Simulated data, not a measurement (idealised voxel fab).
Process module under the name voxel self aligned vias
The cross-section on display is named cut; it measures 210 nm wide, and its cells are 5 nm squares.
Heads up, the way a cross-section reads in here is a grid of square cells, handed over as bands from the top down, with every band being one or more rows of cells. What a band's entry tells you: where the top is and where the bottom is, as heights in nm, and after that what lies inside, material by material from left to right, each with its width in nm. Empty space is written as the word "blank", and a single material marked with the word "all across" occupies the band from edge to edge. Height reference: 0 = level under which incoming wafer is all one material. Lowest band: no bottom, runs on downward, e.g. "top 0, no bottom". Quick explanation for "30..40": the width changes in equal steps down the rows of cells, from the first number in the band's top row to the second number in its bottom row. Basically "nothing got changed" means that step didn't change any cell in the cross-section. "Enclosed void list" contains a list of empty spaces, each no smaller than 8 cells and without an open way to the top, written in the form width x height at distance with the distance from the left edge and all three in nm. Anything after a step's settings on that line? It's the simulator's own note about the step. Steps that use a mask can have "overlay nm" on their line. It says how far the mask sat to the right of where it was meant to be. Negative means to the left.
### This section lists the process steps that were planned
1. RECEIVE with material Si
2. CONFORMAL_DEP with material SiO2, thk nm 15
3. CONFORMAL_DEP with material SiCN, thk nm 5
4. DIRECTIONAL_DEP with material SiO2, thk nm 20
5. PATTERN with tone open, mask id LINES, material resist, width nm 20, pitch nm 55, thk nm 15, overlay nm 0
6. DIRECTIONAL_ETCH with etch materials SiO2, depth nm 20
7. STRIP with etch materials resist
8. CONFORMAL_DEP with material TiN, thk nm 5
9. FILL_DEP with material Ru, thk nm 5
10. CMP with height nm 40
11. SELECTIVE_ETCH with etch materials W Ru TiN, depth nm 10
12. FILL_DEP with material SiN, thk nm 10
13. CMP with height nm 40
14. DIRECTIONAL_DEP with material SiO2, thk nm 20
15. MASKED_ETCH with tone open, mask id VIAS, width nm 40, pitch nm 110, etch materials SiO2, depth nm 20, overlay nm 0
16. MASKED_ETCH with tone open, mask id VIAS, width nm 40, pitch nm 110, etch materials SiN, depth nm 10, overlay nm 0
17. CONFORMAL_DEP with material TiN, thk nm 5
18. FILL_DEP with material Cu, thk nm 10
19. CMP with height nm 60
20. CONFORMAL_DEP with material SiCN, thk nm 5
### As-received wafer cross-section (after step 1)
- top 0, no bottom  Si all across
- Enclosed void list: none
### This is how the wafer looks in cross-section once the module is done, given the starting state and plan above and one mistake in carrying the plan out
- top 65, bottom 60  SiCN all across
- top 60, bottom 45  Cu: 25, TiN: 5, SiO2: 40, TiN: 5, Cu: 60, TiN: 5, SiO2: 40, TiN: 5, Cu: 25
- top 45, bottom 40  TiN: 30, SiO2: 40, TiN: 70, SiO2: 40, TiN: 30
- top 40, bottom 30  SiO2: 40, SiN: 20, SiO2: 35, SiN: 20, SiO2: 35, SiN: 20, SiO2: 40
- top 30, bottom 25  SiO2: 40, TiN: 5, Ru: 10, TiN: 5, SiO2: 35, TiN: 5, Ru: 10, TiN: 5, SiO2: 35, TiN: 5, Ru: 10, TiN: 5, SiO2: 40
- top 25, bottom 20  SiO2: 40, TiN: 20, SiO2: 35, TiN: 20, SiO2: 35, TiN: 20, SiO2: 40
- top 20, bottom 15  SiCN all across
- top 15, bottom 0  SiO2 all across
- top 0, no bottom  Si all across
- Enclosed void list: none
What broke from the plan during processing? contrary to plan, step 15 was performed as MASKED_ETCH with tone cover, mask id VIAS, width nm 40, pitch nm 110, etch materials SiO2, depth nm 20, overlay nm 0
